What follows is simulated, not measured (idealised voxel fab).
The document below concerns the process module designated voxel transistor to metal.
Cross-section cut: width 195 nm, square cells of 5 nm.
Throughout this document, each cross-section is represented as a grid of square cells and is presented as a sequence of bands enumerated from the top downward, where a band comprises one or more rows of cells. A band entry consists of two parts. The first gives the height of the band's top and the height of its bottom, in nm. The rest lists the band's materials from left to right, each with its width in nm. A single material labelled with the word "all across" fills the band from edge to edge, and the word "empty" marks empty space. The reference from which all heights are counted is 0, the level beneath which the as-received wafer is entirely one material; the lowest band, having no lower bound, proceeds downward and is written after the example "0..down". A width such as "30 to 40" changes by the same amount from each row of cells to the next, from the band's top row to its bottom row. "nothing was modified", as given for a step, is the statement that not any cell of the cross-section underwent a change during that step. "Closed void register" enumerates empty spaces isolated from the top, with no open way to it, that contain at least 8 cells, giving each as width x height at distance from the left edge, all three in nm. It should be noted that, on the line of a given step, the content following the step's settings is a remark produced by the simulator itself with respect to that step. On any step carrying a mask, the "overlay nm" setting, if present on the step's line, tells how far right of its planned place the mask lay; negative values point to the left. Guide to the pairs. Each holds a before and an after cross-section around one process step; the after cross-section is cut off at the lowest band that changed. Look under the pair for the step between them and its settings. Pairs can come from different runs of this module on the same starting wafer, so a pair follows on from the one above it only where its entry headed "Pre-step section" says it does.
**Pre-step section**
> 0..down: Si all across
> Closed void register: none
**Post-Process View**
> 0..-5: SiO2 all across
> No changes below -5.
> Closed void register: none
Going from the before section above to the after section, the step was OXIDIZE | depth nm 5
Pre-step section: see preceding pair, after cross-section.
**Post-Process View**
> 10..0: SiN all across
> No changes below 0.
> Closed void register: none
Going from the before section above to the after section, the step was CONFORMAL_DEP | material SiN | thk nm 10
Pre-step section: see preceding pair, after cross-section.
**Post-Process View**
> 30..10: empty 40 nm  resist 115 nm  empty 40 nm
> No changes below 10.
> Closed void register: none
Going from the before section above to the after section, the step was PATTERN | tone cover | mask id ACTIVE | material resist | width nm 115 | thk nm 20 | overlay nm 0
Pre-step section: see preceding pair, after cross-section.
**Post-Process View**
> 30..10: empty 40 nm  resist 115 nm  empty 40 nm
> 10..0: empty 40 nm  SiN 115 nm  empty 40 nm
> No changes below 0.
> Closed void register: none
Going from the before section above to the after section, the step was DIRECTIONAL_ETCH | etch materials SiN | depth nm 10
Pre-step section: see preceding pair, after cross-section.
**Post-Process View**
> 30..10: empty 40 nm  resist 115 nm  empty 40 nm
> 10..0: empty 40 nm  SiN 115 nm  empty 40 nm
> 0..-5: empty 40 nm  SiO2 115 nm  empty 40 nm
> No changes below -5.
> Closed void register: none
Going from the before section above to the after section, the step was DIRECTIONAL_ETCH | etch materials SiO2 | depth nm 5
Pre-step section: see preceding pair, after cross-section.
**Post-Process View**
> 30..10: empty 40 nm  resist 115 nm  empty 40 nm
> 10..0: empty 40 nm  SiN 115 nm  empty 40 nm
> 0..-5: empty 40 nm  SiO2 115 nm  empty 40 nm
> -5..-40: empty 40 nm  Si 115 nm  empty 40 nm
> No changes below -40.
> Closed void register: none
Going from the before section above to the after section, the step was DIRECTIONAL_ETCH | etch materials Si | depth nm 35
Pre-step section: see preceding pair, after cross-section.
**Post-Process View**
> 10..0: empty 40 nm  SiN 115 nm  empty 40 nm
> No changes below 0.
> Closed void register: none
Going from the before section above to the after section, the step was STRIP | etch materials resist
Pre-step section: see preceding pair, after cross-section.
**Post-Process View**
> 15..10: SiO2 all across
> 10..0: SiO2 40 nm  SiN 115 nm  SiO2 40 nm
> 0..-5: SiO2 all across
> -5..-40: SiO2 40 nm  Si 115 nm  SiO2 40 nm
> No changes below -40.
> Closed void register: none
Going from the before section above to the after section, the step was FILL_DEP | material SiO2 | thk nm 5
Pre-step section: see preceding pair, after cross-section.
**Post-Process View**
> 10..0: SiO2 40 nm  SiN 115 nm  SiO2 40 nm
> No changes below 0.
> Closed void register: none
Going from the before section above to the after section, the step was CMP | height nm 10
Pre-step section: see preceding pair, after cross-section.
**Post-Process View**
> 10..0: empty 40 nm  SiN 115 nm  empty 40 nm
> No changes below 0.
> Closed void register: none
Going from the before section above to the after section, the step was SELECTIVE_ETCH | etch materials SiO2 | depth nm 10
Pre-step section: see preceding pair, after cross-section.
**Post-Process View**
> 0..-5: SiO2 all across
> No changes below -5.
> Closed void register: none
Going from the before section above to the after section, the step was STRIP | etch materials SiN
Pre-step section: see preceding pair, after cross-section.
**Post-Process View**
> -5..-40: SiO2 40 nm  Si 115 nm  SiO2 40 nm
> No changes below -40.
> Closed void register: none
Going from the before section above to the after section, the step was SELECTIVE_ETCH | etch materials SiO2 | depth nm 5
Pre-step section: see preceding pair, after cross-section.
**Post-Process View**
> -5..-10: SiO2 all across
> No changes below -10.
> Closed void register: none
Going from the before section above to the after section, the step was OXIDIZE | depth nm 5
Pre-step section: see preceding pair, after cross-section.
**Post-Process View**
> 15..-5: polySi all across
> No changes below -5.
> Closed void register: none
Going from the before section above to the after section, the step was DIRECTIONAL_DEP | material polySi | thk nm 20
Pre-step section: see preceding pair, after cross-section.
**Post-Process View**
> 25..15: SiCN all across
> No changes below 15.
> Closed void register: none
Going from the before section above to the after section, the step was DIRECTIONAL_DEP | material SiCN | thk nm 10
Pre-step section: see preceding pair, after cross-section.
**Post-Process View**
> 25..15: empty 85 nm  SiCN 25 nm  empty 85 nm
> No changes below 15.
> Closed void register: none
Going from the before section above to the after section, the step was MASKED_ETCH | tone cover | mask id GATE | width nm 25 | etch materials SiCN | depth nm 20 | overlay nm 0
Pre-step section: see preceding pair, after cross-section.
**Post-Process View**
> 25..15: empty 85 nm  SiCN 25 nm  empty 85 nm
> 15..-5: empty 85 nm  polySi 25 nm  empty 85 nm
> No changes below -5.
> Closed void register: none
Going from the before section above to the after section, the step was MASKED_ETCH | tone cover | mask id GATE | width nm 25 | etch materials polySi | depth nm 30 | overlay nm 0
Pre-step section: see preceding pair, after cross-section.
**Post-Process View**
> 35..25: empty 75 nm  SiN 45 nm  empty 75 nm
> 25..15: empty 75 nm  SiN 10 nm  SiCN 25 nm  SiN 10 nm  empty 75 nm
> 15..5: empty 75 nm  SiN 10 nm  polySi 25 nm  SiN 10 nm  empty 75 nm
> 5..-5: SiN 85 nm  polySi 25 nm  SiN 85 nm
> No changes below -5.
> Closed void register: none
Going from the before section above to the after section, the step was CONFORMAL_DEP | material SiN | thk nm 10
Pre-step section: see preceding pair, after cross-section.
**Post-Process View**
> 25..15: empty 75 nm  SiN 10 nm  SiCN 25 nm  SiN 10 nm  empty 75 nm
> 15..-5: empty 75 nm  SiN 10 nm  polySi 25 nm  SiN 10 nm  empty 75 nm
> No changes below -5.
> Closed void register: none
Going from the before section above to the after section, the step was DIRECTIONAL_ETCH | etch materials SiN | depth nm 10
Pre-step section: see preceding pair, after cross-section.
**Post-Process View**
> 25..15: empty 75 nm  SiN 10 nm  SiCN 25 nm  SiN 10 nm  empty 75 nm
> 15..-5: empty 75 nm  SiN 10 nm  polySi 25 nm  SiN 10 nm  empty 75 nm
> -5..-10: empty 75 nm  SiO2 45 nm  empty 75 nm
> No changes below -10.
> Closed void register: none
Going from the before section above to the after section, the step was DIRECTIONAL_ETCH | etch materials SiO2 | depth nm 5
Pre-step section: see preceding pair, after cross-section.
**Post-Process View**
> 25..15: empty 75 nm  SiN 10 nm  SiCN 25 nm  SiN 10 nm  empty 75 nm
> 15..-5: empty 75 nm  SiN 10 nm  polySi 25 nm  SiN 10 nm  empty 75 nm
> -5..-10: empty 75 nm  SiO2 45 nm  empty 75 nm
> -10..-20: SiO2 40 nm  empty 35 nm  Si 45 nm  empty 35 nm  SiO2 40 nm
> No changes below -20.
> Closed void register: none
Going from the before section above to the after section, the step was DIRECTIONAL_ETCH | etch materials Si | depth nm 10
Pre-step section: see preceding pair, after cross-section.
**Post-Process View**
> 25..15: empty 75 nm  SiN 10 nm  SiCN 25 nm  SiN 10 nm  empty 75 nm
> 15..0: empty 75 nm  SiN 10 nm  polySi 25 nm  SiN 10 nm  empty 75 nm
> 0..-5: empty 65 nm  SiGe 10 nm  SiN 10 nm  polySi 25 nm  SiN 10 nm  SiGe 10 nm  empty 65 nm
> -5..-10: empty 65 nm  SiGe 10 nm  SiO2 45 nm  SiGe 10 nm  empty 65 nm
> -10..-20: SiO2 40 nm  SiGe 35 nm  Si 45 nm  SiGe 35 nm  SiO2 40 nm
> No changes below -20.
> Closed void register: none
Going from the before section above to the after section, the step was EPI | material SiGe | thk nm 10
Pre-step section: see preceding pair, after cross-section.
**Post-Process View**
> 30..25: SiO2 all across
> 25..15: SiO2 75 nm  SiN 10 nm  SiCN 25 nm  SiN 10 nm  SiO2 75 nm
> 15..0: SiO2 75 nm  SiN 10 nm  polySi 25 nm  SiN 10 nm  SiO2 75 nm
> 0..-5: SiO2 65 nm  SiGe 10 nm  SiN 10 nm  polySi 25 nm  SiN 10 nm  SiGe 10 nm  SiO2 65 nm
> -5..-10: SiO2 65 nm  SiGe 10 nm  SiO2 45 nm  SiGe 10 nm  SiO2 65 nm
> No changes below -10.
> Closed void register: none
Going from the before section above to the after section, the step was FILL_DEP | material SiO2 | thk nm 5
Pre-step section: see preceding pair, after cross-section.
**Post-Process View**
> 15..0: SiO2 75 nm  SiN 10 nm  polySi 25 nm  SiN 10 nm  SiO2 75 nm
> No changes below 0.
> Closed void register: none
Going from the before section above to the after section, the step was CMP | height nm 15
Pre-step section: see preceding pair, after cross-section.
**Post-Process View**
> 15..0: SiO2 75 nm  SiN 10 nm  empty 25 nm  SiN 10 nm  SiO2 75 nm
> 0..-5: SiO2 65 nm  SiGe 10 nm  SiN 10 nm  empty 25 nm  SiN 10 nm  SiGe 10 nm  SiO2 65 nm
> No changes below -5.
> Closed void register: none
Going from the before section above to the after section, the step was STRIP | etch materials polySi
Pre-step section: see preceding pair, after cross-section.
**Post-Process View**
> 15..10: empty 75 nm  SiN 10 nm  empty 25 nm  SiN 10 nm  empty 75 nm
> 10..0: SiO2 75 nm  SiN 10 nm  empty 25 nm  SiN 10 nm  SiO2 75 nm
> 0..-5: SiO2 65 nm  SiGe 10 nm  SiN 10 nm  empty 25 nm  SiN 10 nm  SiGe 10 nm  SiO2 65 nm
> -5..-10: SiO2 65 nm  SiGe 10 nm  SiO2 5 nm  empty 35 nm  SiO2 5 nm  SiGe 10 nm  SiO2 65 nm
> No changes below -10.
> Closed void register: none
Going from the before section above to the after section, the step was SELECTIVE_ETCH | etch materials SiO2 | depth nm 5
Pre-step section: see preceding pair, after cross-section.
**Post-Process View**
> 20..15: empty 70 nm  HfO2 20 nm  empty 15 nm  HfO2 20 nm  empty 70 nm
> 15..10: HfO2 75 nm  SiN 10 nm  HfO2 5 nm  empty 15 nm  HfO2 5 nm  SiN 10 nm  HfO2 75 nm
> 10..0: SiO2 75 nm  SiN 10 nm  HfO2 5 nm  empty 15 nm  HfO2 5 nm  SiN 10 nm  SiO2 75 nm
> 0..-5: SiO2 65 nm  SiGe 10 nm  SiN 10 nm  HfO2 5 nm  empty 15 nm  HfO2 5 nm  SiN 10 nm  SiGe 10 nm  SiO2 65 nm
> -5..-10: SiO2 65 nm  SiGe 10 nm  SiO2 5 nm  HfO2 35 nm  SiO2 5 nm  SiGe 10 nm  SiO2 65 nm
> No changes below -10.
> Closed void register: none
Going from the before section above to the after section, the step was CONFORMAL_DEP | material HfO2 | thk nm 5
Pre-step section: see preceding pair, after cross-section.
**Post-Process View**
> 25..20: empty 65 nm  TiN 30 nm  empty 5 nm  TiN 30 nm  empty 65 nm
> 20..15: TiN 70 nm  HfO2 20 nm  TiN 5 nm  empty 5 nm  TiN 5 nm  HfO2 20 nm  TiN 70 nm
> 15..10: HfO2 75 nm  SiN 10 nm  HfO2 5 nm  TiN 5 nm  empty 5 nm  TiN 5 nm  HfO2 5 nm  SiN 10 nm  HfO2 75 nm
> 10..0: SiO2 75 nm  SiN 10 nm  HfO2 5 nm  TiN 5 nm  empty 5 nm  TiN 5 nm  HfO2 5 nm  SiN 10 nm  SiO2 75 nm
> 0..-5: SiO2 65 nm  SiGe 10 nm  SiN 10 nm  HfO2 5 nm  TiN 15 nm  HfO2 5 nm  SiN 10 nm  SiGe 10 nm  SiO2 65 nm
> No changes below -5.
> Closed void register: none
Going from the before section above to the after section, the step was CONFORMAL_DEP | material TiN | thk nm 5
Pre-step section: see preceding pair, after cross-section.
**Post-Process View**
> 35..25: W all across
> 25..20: W 65 nm  TiN 30 nm  W 5 nm  TiN 30 nm  W 65 nm
> 20..15: TiN 70 nm  HfO2 20 nm  TiN 5 nm  W 5 nm  TiN 5 nm  HfO2 20 nm  TiN 70 nm
> 15..10: HfO2 75 nm  SiN 10 nm  HfO2 5 nm  TiN 5 nm  W 5 nm  TiN 5 nm  HfO2 5 nm  SiN 10 nm  HfO2 75 nm
> 10..0: SiO2 75 nm  SiN 10 nm  HfO2 5 nm  TiN 5 nm  W 5 nm  TiN 5 nm  HfO2 5 nm  SiN 10 nm  SiO2 75 nm
> No changes below 0.
> Closed void register: none
Going from the before section above to the after section, the step was FILL_DEP | material W | thk nm 10
Pre-step section: see preceding pair, after cross-section.
**Post-Process View**
> 10..0: SiO2 75 nm  SiN 10 nm  HfO2 5 nm  TiN 5 nm  W 5 nm  TiN 5 nm  HfO2 5 nm  SiN 10 nm  SiO2 75 nm
> No changes below 0.
> Closed void register: none
Going from the before section above to the after section, the step was CMP | height nm 10
Pre-step section: see preceding pair, after cross-section.
**Post-Process View**
> 25..10: SiO2 all across
> No changes below 10.
> Closed void register: none
Going from the before section above to the after section, the step was DIRECTIONAL_DEP | material SiO2 | thk nm 15
Pre-step section: see preceding pair, after cross-section.
**Post-Process View**
> 25..10: SiO2 50 nm  empty 20 nm  SiO2 55 nm  empty 20 nm  SiO2 50 nm
> 10..0: SiO2 50 nm  empty 20 nm  SiO2 5 nm  SiN 10 nm  HfO2 5 nm  TiN 5 nm  W 5 nm  TiN 5 nm  HfO2 5 nm  SiN 10 nm  SiO2 5 nm  empty 20 nm  SiO2 50 nm
> 0..-5: SiO2 50 nm  empty 15 nm  SiGe 10 nm  SiN 10 nm  HfO2 5 nm  TiN 15 nm  HfO2 5 nm  SiN 10 nm  SiGe 10 nm  empty 15 nm  SiO2 50 nm
> -5..-10: SiO2 50 nm  empty 15 nm  SiGe 10 nm  SiO2 5 nm  HfO2 35 nm  SiO2 5 nm  SiGe 10 nm  empty 15 nm  SiO2 50 nm
> No changes below -10.
> Closed void register: none
Going from the before section above to the after section, the step was MASKED_ETCH | tone open | mask id CONTACT | width nm 20 | pitch nm 75 | etch materials SiO2 | depth nm 35 | overlay nm 0
Pre-step section: see preceding pair, after cross-section.
**Post-Process View**
> 30..25: TiN 55 nm  empty 10 nm  TiN 65 nm  empty 10 nm  TiN 55 nm
> 25..10: SiO2 50 nm  TiN 5 nm  empty 10 nm  TiN 5 nm  SiO2 55 nm  TiN 5 nm  empty 10 nm  TiN 5 nm  SiO2 50 nm
> 10..0: SiO2 50 nm  TiN 5 nm  empty 10 to 5 nm  TiN 5 to 10 nm  SiO2 5 nm  SiN 10 nm  HfO2 5 nm  TiN 5 nm  W 5 nm  TiN 5 nm  HfO2 5 nm  SiN 10 nm  SiO2 5 nm  TiN 5 to 10 nm  empty 10 to 5 nm  TiN 5 nm  SiO2 50 nm
> 0..-5: SiO2 50 nm  TiN 5 nm  empty 5 nm  TiN 5 nm  SiGe 10 nm  SiN 10 nm  HfO2 5 nm  TiN 15 nm  HfO2 5 nm  SiN 10 nm  SiGe 10 nm  TiN 5 nm  empty 5 nm  TiN 5 nm  SiO2 50 nm
> -5..-10: SiO2 50 nm  TiN 15 nm  SiGe 10 nm  SiO2 5 nm  HfO2 35 nm  SiO2 5 nm  SiGe 10 nm  TiN 15 nm  SiO2 50 nm
> No changes below -10.
> Closed void register: none
Going from the before section above to the after section, the step was CONFORMAL_DEP | material TiN | thk nm 5
Pre-step section: see preceding pair, after cross-section.
**Post-Process View**
> 40..30: W all across
> 30..25: TiN 55 nm  W 10 nm  TiN 65 nm  W 10 nm  TiN 55 nm
> 25..10: SiO2 50 nm  TiN 5 nm  W 10 nm  TiN 5 nm  SiO2 55 nm  TiN 5 nm  W 10 nm  TiN 5 nm  SiO2 50 nm
> 10..0: SiO2 50 nm  TiN 5 nm  W 10 to 5 nm  TiN 5 to 10 nm  SiO2 5 nm  SiN 10 nm  HfO2 5 nm  TiN 5 nm  W 5 nm  TiN 5 nm  HfO2 5 nm  SiN 10 nm  SiO2 5 nm  TiN 5 to 10 nm  W 10 to 5 nm  TiN 5 nm  SiO2 50 nm
> 0..-5: SiO2 50 nm  TiN 5 nm  W 5 nm  TiN 5 nm  SiGe 10 nm  SiN 10 nm  HfO2 5 nm  TiN 15 nm  HfO2 5 nm  SiN 10 nm  SiGe 10 nm  TiN 5 nm  W 5 nm  TiN 5 nm  SiO2 50 nm
> No changes below -5.
> Closed void register: none
Going from the before section above to the after section, the step was FILL_DEP | material W | thk nm 10
Pre-step section: see preceding pair, after cross-section.
**Post-Process View**
> 25..10: SiO2 50 nm  TiN 5 nm  W 10 nm  TiN 5 nm  SiO2 55 nm  TiN 5 nm  W 10 nm  TiN 5 nm  SiO2 50 nm
> No changes below 10.
> Closed void register: none
Going from the before section above to the after section, the step was CMP | height nm 25
Pre-step section: see preceding pair, after cross-section.
**Post-Process View**
> 30..25: TiN all across
> No changes below 25.
> Closed void register: none
Going from the before section above to the after section, the step was DIRECTIONAL_DEP | material TiN | thk nm 5
Pre-step section: see preceding pair, after cross-section.
**Post-Process View**
> 50..30: W all across
> No changes below 30.
> Closed void register: none
Going from the before section above to the after section, the step was DIRECTIONAL_DEP | material W | thk nm 20
Pre-step section: see preceding pair, after cross-section.
**Post-Process View**
> 65..50: empty 50 nm  resist 20 nm  empty 55 nm  resist 20 nm  empty 50 nm
> No changes below 50.
> Closed void register: none
Going from the before section above to the after section, the step was PATTERN | tone cover | mask id METAL_1 | material resist | width nm 20 | pitch nm 75 | thk nm 15 | overlay nm 0
Pre-step section: see preceding pair, after cross-section.
**Post-Process View**
> 65..50: empty 50 nm  resist 20 nm  empty 55 nm  resist 20 nm  empty 50 nm
> 50..30: empty 50 nm  W 20 nm  empty 55 nm  W 20 nm  empty 50 nm
> No changes below 30.
> Closed void register: none
Going from the before section above to the after section, the step was DIRECTIONAL_ETCH | etch materials W | depth nm 20
Pre-step section: see preceding pair, after cross-section.
**Post-Process View**
> 65..50: empty 50 nm  resist 20 nm  empty 55 nm  resist 20 nm  empty 50 nm
> 50..30: empty 50 nm  W 20 nm  empty 55 nm  W 20 nm  empty 50 nm
> 30..25: empty 50 nm  TiN 20 nm  empty 55 nm  TiN 20 nm  empty 50 nm
> No changes below 25.
> Closed void register: none
Going from the before section above to the after section, the step was DIRECTIONAL_ETCH | etch materials TiN | depth nm 5
Pre-step section: see preceding pair, after cross-section.
**Post-Process View**
> 50..30: empty 50 nm  W 20 nm  empty 55 nm  W 20 nm  empty 50 nm
> No changes below 30.
> Closed void register: none
Going from the before section above to the after section, the step was STRIP | etch materials resist
Pre-step section: see preceding pair, after cross-section.
**Post-Process View**
> 55..50: empty 45 nm  SiN 30 nm  empty 45 nm  SiN 30 nm  empty 45 nm
> 50..30: empty 45 nm  SiN 5 nm  W 20 nm  SiN 5 nm  empty 45 nm  SiN 5 nm  W 20 nm  SiN 5 nm  empty 45 nm
> 30..25: SiN 50 nm  TiN 20 nm  SiN 55 nm  TiN 20 nm  SiN 50 nm
> No changes below 25.
> Closed void register: none
Going from the before section above to the after section, the step was CONFORMAL_DEP | material SiN | thk nm 5
Pre-step section: see preceding pair, after cross-section.
**Post-Process View**
> 60..55: lowk all across
> 55..50: lowk 45 nm  SiN 30 nm  lowk 45 nm  SiN 30 nm  lowk 45 nm
> 50..30: lowk 45 nm  SiN 5 nm  W 20 nm  SiN 5 nm  lowk 45 nm  SiN 5 nm  W 20 nm  SiN 5 nm  lowk 45 nm
> No changes below 30.
> Closed void register: none
Going from the before section above to the after section, the step was FILL_DEP | material lowk | thk nm 5
Pre-step section: see preceding pair, after cross-section.
**Post-Process View**
> 50..30: lowk 45 nm  SiN 5 nm  W 20 nm  SiN 5 nm  lowk 45 nm  SiN 5 nm  W 20 nm  SiN 5 nm  lowk 45 nm
> No changes below 30.
> Closed void register: none
Going from the before section above to the after section, the step was CMP | height nm 50
Pre-step section: see preceding pair, after cross-section.
**Post-Process View**
> 55..50: SiCN all across
> No changes below 50.
> Closed void register: none
Going from the before section above to the after section, the step was CONFORMAL_DEP | material SiCN | thk nm 5
**Pre-step section**
> 40..30: W all across
> 30..25: TiN 55 nm  W 10 nm  TiN 65 nm  W 10 nm  TiN 55 nm
> 25..10: SiO2 50 nm  TiN 5 nm  W 10 nm  TiN 5 nm  SiO2 55 nm  TiN 5 nm  W 10 nm  TiN 5 nm  SiO2 50 nm
> 10..0: SiO2 50 nm  TiN 5 nm  W 10 to 5 nm  TiN 5 to 10 nm  SiO2 5 nm  SiN 10 nm  HfO2 5 nm  TiN 5 nm  W 5 nm  TiN 5 nm  HfO2 5 nm  SiN 10 nm  SiO2 5 nm  TiN 5 to 10 nm  W 10 to 5 nm  TiN 5 nm  SiO2 50 nm
> 0..-5: SiO2 50 nm  TiN 5 nm  W 5 nm  TiN 5 nm  SiGe 10 nm  SiN 10 nm  HfO2 5 nm  TiN 15 nm  HfO2 5 nm  SiN 10 nm  SiGe 10 nm  TiN 5 nm  W 5 nm  TiN 5 nm  SiO2 50 nm
> -5..-10: SiO2 50 nm  TiN 15 nm  SiGe 10 nm  SiO2 5 nm  HfO2 35 nm  SiO2 5 nm  SiGe 10 nm  TiN 15 nm  SiO2 50 nm
> -10..-20: SiO2 40 nm  SiGe 35 nm  Si 45 nm  SiGe 35 nm  SiO2 40 nm
> -20..-40: SiO2 40 nm  Si 115 nm  SiO2 40 nm
> -40..down: Si all across
> Closed void register: none
**Post-Process View**
> 45..40: TiN all across
> No changes below 40.
> Closed void register: none
Going from the before section above to the after section, the step was DIRECTIONAL_DEP | material TiN | thk nm 5
Pre-step section: see preceding pair, after cross-section.
**Post-Process View**
> 65..45: W all across
> No changes below 45.
> Closed void register: none
Going from the before section above to the after section, the step was DIRECTIONAL_DEP | material W | thk nm 20
Pre-step section: see preceding pair, after cross-section.
**Post-Process View**
> 80..65: empty 50 nm  resist 20 nm  empty 55 nm  resist 20 nm  empty 50 nm
> No changes below 65.
> Closed void register: none
Going from the before section above to the after section, the step was PATTERN | tone cover | mask id METAL_1 | material resist | width nm 20 | pitch nm 75 | thk nm 15 | overlay nm 0
Pre-step section: see preceding pair, after cross-section.
**Post-Process View**
> 80..65: empty 50 nm  resist 20 nm  empty 55 nm  resist 20 nm  empty 50 nm
> 65..45: empty 50 nm  W 20 nm  empty 55 nm  W 20 nm  empty 50 nm
> No changes below 45.
> Closed void register: none
Going from the before section above to the after section, the step was DIRECTIONAL_ETCH | etch materials W | depth nm 20
Pre-step section: see preceding pair, after cross-section.
**Post-Process View**
> 80..65: empty 50 nm  resist 20 nm  empty 55 nm  resist 20 nm  empty 50 nm
> 65..45: empty 50 nm  W 20 nm  empty 55 nm  W 20 nm  empty 50 nm
> 45..40: empty 50 nm  TiN 20 nm  empty 55 nm  TiN 20 nm  empty 50 nm
> No changes below 40.
> Closed void register: none
Going from the before section above to the after section, the step was DIRECTIONAL_ETCH | etch materials TiN | depth nm 5
Pre-step section: see preceding pair, after cross-section.
**Post-Process View**
> 65..45: empty 50 nm  W 20 nm  empty 55 nm  W 20 nm  empty 50 nm
> No changes below 45.
> Closed void register: none
Going from the before section above to the after section, the step was STRIP | etch materials resist
Pre-step section: see preceding pair, after cross-section.
**Post-Process View**
> 70..65: empty 45 nm  SiN 30 nm  empty 45 nm  SiN 30 nm  empty 45 nm
> 65..45: empty 45 nm  SiN 5 nm  W 20 nm  SiN 5 nm  empty 45 nm  SiN 5 nm  W 20 nm  SiN 5 nm  empty 45 nm
> 45..40: SiN 50 nm  TiN 20 nm  SiN 55 nm  TiN 20 nm  SiN 50 nm
> No changes below 40.
> Closed void register: none
Going from the before section above to the after section, the step was CONFORMAL_DEP | material SiN | thk nm 5
Pre-step section: see preceding pair, after cross-section.
**Post-Process View**
> 75..70: lowk all across
> 70..65: lowk 45 nm  SiN 30 nm  lowk 45 nm  SiN 30 nm  lowk 45 nm
> 65..45: lowk 45 nm  SiN 5 nm  W 20 nm  SiN 5 nm  lowk 45 nm  SiN 5 nm  W 20 nm  SiN 5 nm  lowk 45 nm
> No changes below 45.
> Closed void register: none
Going from the before section above to the after section, the step was FILL_DEP | material lowk | thk nm 5
Pre-step section: see preceding pair, after cross-section.
**Post-Process View**
> 50..45: lowk 45 nm  SiN 5 nm  W 20 nm  SiN 5 nm  lowk 45 nm  SiN 5 nm  W 20 nm  SiN 5 nm  lowk 45 nm
> No changes below 45.
> Closed void register: none
Going from the before section above to the after section, the step was CMP | height nm 50
Pre-step section: see preceding pair, after cross-section.
**Post-Process View**
> 55..50: SiCN all across
> No changes below 50.
> Closed void register: none
Going from the before section above to the after section, the step was CONFORMAL_DEP | material SiCN | thk nm 5
**Pre-step section**
> 30..10: empty 40 nm  resist 115 nm  empty 40 nm
> 10..0: empty 40 nm  SiN 115 nm  empty 40 nm
> 0..-5: empty 40 nm  SiO2 115 nm  empty 40 nm
> -5..-40: empty 40 nm  Si 115 nm  empty 40 nm
> -40..down: Si all across
> Closed void register: none
**Post-Process View**
> 30..10: empty 40 nm  resist 115 nm  empty 40 nm
> 10..0: empty 40 nm  SiN 115 nm  empty 40 nm
> 0..-5: empty 40 nm  SiO2 115 nm  empty 40 nm
> -5..-75: empty 40 nm  Si 115 nm  empty 40 nm
> No changes below -75.
> Closed void register: none
Going from the before section above to the after section, the step was DIRECTIONAL_ETCH | etch materials Si | depth nm 35
Pre-step section: see preceding pair, after cross-section.
**Post-Process View**
> 10..0: empty 40 nm  SiN 115 nm  empty 40 nm
> No changes below 0.
> Closed void register: none
Going from the before section above to the after section, the step was STRIP | etch materials resist
Pre-step section: see preceding pair, after cross-section.
**Post-Process View**
> 15..10: SiO2 all across
> 10..0: SiO2 40 nm  SiN 115 nm  SiO2 40 nm
> 0..-5: SiO2 all across
> -5..-75: SiO2 40 nm  Si 115 nm  SiO2 40 nm
> No changes below -75.
> Closed void register: none
Going from the before section above to the after section, the step was FILL_DEP | material SiO2 | thk nm 5
Pre-step section: see preceding pair, after cross-section.
**Post-Process View**
> 10..0: SiO2 40 nm  SiN 115 nm  SiO2 40 nm
> No changes below 0.
> Closed void register: none
Going from the before section above to the after section, the step was CMP | height nm 10
Pre-step section: see preceding pair, after cross-section.
**Post-Process View**
> 10..0: empty 40 nm  SiN 115 nm  empty 40 nm
> No changes below 0.
> Closed void register: none
Going from the before section above to the after section, the step was SELECTIVE_ETCH | etch materials SiO2 | depth nm 10
Pre-step section: see preceding pair, after cross-section.
**Post-Process View**
> 0..-5: SiO2 all across
> No changes below -5.
> Closed void register: none
Going from the before section above to the after section, the step was STRIP | etch materials SiN
Pre-step section: see preceding pair, after cross-section.
**Post-Process View**
> -5..-75: SiO2 40 nm  Si 115 nm  SiO2 40 nm
> No changes below -75.
> Closed void register: none
Going from the before section above to the after section, the step was SELECTIVE_ETCH | etch materials SiO2 | depth nm 5
Pre-step section: see preceding pair, after cross-section.
**Post-Process View**
> -5..-10: SiO2 all across
> No changes below -10.
> Closed void register: none
Going from the before section above to the after section, the step was OXIDIZE | depth nm 5
Pre-step section: see preceding pair, after cross-section.
**Post-Process View**
> 15..-5: polySi all across
> No changes below -5.
> Closed void register: none
Going from the before section above to the after section, the step was DIRECTIONAL_DEP | material polySi | thk nm 20
Pre-step section: see preceding pair, after cross-section.
**Post-Process View**
> 25..15: SiCN all across
> No changes below 15.
> Closed void register: none
Going from the before section above to the after section, the step was DIRECTIONAL_DEP | material SiCN | thk nm 10
Pre-step section: see preceding pair, after cross-section.
**Post-Process View**
> 25..15: empty 85 nm  SiCN 25 nm  empty 85 nm
> No changes below 15.
> Closed void register: none
Going from the before section above to the after section, the step was MASKED_ETCH | tone cover | mask id GATE | width nm 25 | etch materials SiCN | depth nm 20 | overlay nm 0
Pre-step section: see preceding pair, after cross-section.
**Post-Process View**
> 25..15: empty 85 nm  SiCN 25 nm  empty 85 nm
> 15..-5: empty 85 nm  polySi 25 nm  empty 85 nm
> No changes below -5.
> Closed void register: none
Going from the before section above to the after section, the step was MASKED_ETCH | tone cover | mask id GATE | width nm 25 | etch materials polySi | depth nm 30 | overlay nm 0
Pre-step section: see preceding pair, after cross-section.
**Post-Process View**
> 35..25: empty 75 nm  SiN 45 nm  empty 75 nm
> 25..15: empty 75 nm  SiN 10 nm  SiCN 25 nm  SiN 10 nm  empty 75 nm
> 15..5: empty 75 nm  SiN 10 nm  polySi 25 nm  SiN 10 nm  empty 75 nm
> 5..-5: SiN 85 nm  polySi 25 nm  SiN 85 nm
> No changes below -5.
> Closed void register: none
Going from the before section above to the after section, the step was CONFORMAL_DEP | material SiN | thk nm 10
Pre-step section: see preceding pair, after cross-section.
**Post-Process View**
> 25..15: empty 75 nm  SiN 10 nm  SiCN 25 nm  SiN 10 nm  empty 75 nm
> 15..-5: empty 75 nm  SiN 10 nm  polySi 25 nm  SiN 10 nm  empty 75 nm
> No changes below -5.
> Closed void register: none
Going from the before section above to the after section, the step was DIRECTIONAL_ETCH | etch materials SiN | depth nm 10
Pre-step section: see preceding pair, after cross-section.
**Post-Process View**
> 25..15: empty 75 nm  SiN 10 nm  SiCN 25 nm  SiN 10 nm  empty 75 nm
> 15..-5: empty 75 nm  SiN 10 nm  polySi 25 nm  SiN 10 nm  empty 75 nm
> -5..-10: empty 75 nm  SiO2 45 nm  empty 75 nm
> No changes below -10.
> Closed void register: none
Going from the before section above to the after section, the step was DIRECTIONAL_ETCH | etch materials SiO2 | depth nm 5
Pre-step section: see preceding pair, after cross-section.
**Post-Process View**
> 25..15: empty 75 nm  SiN 10 nm  SiCN 25 nm  SiN 10 nm  empty 75 nm
> 15..-5: empty 75 nm  SiN 10 nm  polySi 25 nm  SiN 10 nm  empty 75 nm
> -5..-10: empty 75 nm  SiO2 45 nm  empty 75 nm
> -10..-20: SiO2 40 nm  empty 35 nm  Si 45 nm  empty 35 nm  SiO2 40 nm
> No changes below -20.
> Closed void register: none
Going from the before section above to the after section, the step was DIRECTIONAL_ETCH | etch materials Si | depth nm 10
